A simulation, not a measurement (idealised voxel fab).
The document below concerns the process module designated voxel self aligned vias.
Xsec cut, 270 nm wide, square cell size 5 nm.
The cross-sections in this document take the form of a grid made of square cells. They are written out as bands, in order from top to bottom. Each band consists of one or more rows of cells. The entry gives the band's vertical extent as a top height and a bottom height in nm, then its horizontal make-up as materials from left to right, each with a width in nm. "empty" stands for empty space; a single material marked "everywhere" fills the band edge to edge. Height is counted from the level 0, under which the received wafer is composed throughout of one material. The lowest of the bands is not closed at the bottom but continues downward, in the notation "0 down". So if you see something like "30 to 40" for the width, read it as the top row of the band sitting at the first number and the bottom row at the second, with every row in between moving by the same amount as the last. For the purposes of this document, the phrase "nothing different" attached to a step denotes that no cell within the cross-section was modified by that step. Each empty space that has no open way to the top and spans at least 8 cells appears under "Closed void table" as width x height at distance, the distance counted from the left edge, all in nm. It should be noted that, on the line of a given step, the content following the step's settings is a remark produced by the simulator itself with respect to that step. overlay nm, on a step with a mask: how far to the right of its planned place the mask lay; to the left if negative.
## Process steps - plan
1. RECEIVE: material Si
2. CONFORMAL_DEP: material SiO2, thk nm 15
3. CONFORMAL_DEP: material SiCN, thk nm 5
4. DIRECTIONAL_DEP: material SiO2, thk nm 20
5. DIRECTIONAL_DEP: material aC, thk nm 10
6. PATTERN: tone open, mask id LINES, material resist, width nm 30, pitch nm 70, thk nm 25, overlay nm 0
7. DIRECTIONAL_ETCH: etch materials aC, depth nm 10
8. STRIP: etch materials resist
9. DIRECTIONAL_ETCH: etch materials SiO2, depth nm 20
10. STRIP: etch materials aC
11. CONFORMAL_DEP: material TiN, thk nm 5
12. FILL_DEP: material Ru, thk nm 5
13. CMP: height nm 40
14. SELECTIVE_ETCH: etch materials W Ru TiN, depth nm 10
15. FILL_DEP: material SiN, thk nm 10
16. CMP: height nm 40
17. DIRECTIONAL_DEP: material SiO2, thk nm 20
18. PATTERN: tone open, mask id VIAS, material resist, width nm 50, thk nm 15, overlay nm 0
19. DIRECTIONAL_ETCH: etch materials SiO2, depth nm 20
20. DIRECTIONAL_ETCH: etch materials SiN, depth nm 10
21. STRIP: etch materials resist
22. CONFORMAL_DEP: material TiN, thk nm 5
23. FILL_DEP: material W, thk nm 10
24. CMP: height nm 60
25. CONFORMAL_DEP: material SiCN, thk nm 5
## This is the cross-section of the wafer as we received it, i.e. after step 1
* 0 down: Si everywhere
* Closed void table: none
## What the wafer looks like in cross-section after this module, when it starts as shown above and follows the plan above but one mistake is made in running it
* 65 to 60: SiCN everywhere
* 60 to 40: 75 of SiO2 / 5 of TiN / 40 of W / 5 of TiN / 145 of SiO2
* 40 to 35: 75 of SiN / 5 of TiN / 40 of W / 5 of TiN / 145 of SiN
* 35 to 30: 75 of SiN / 50 of TiN / 145 of SiN
* 30 to 20: TiN everywhere
* 20 to 15: SiCN everywhere
* 15 to 0: SiO2 everywhere
* 0 down: Si everywhere
* Closed void table: none
Where did the run depart from the plan? step 4 did not use the planned setting and instead ran as DIRECTIONAL_DEP: material TiN, thk nm 20
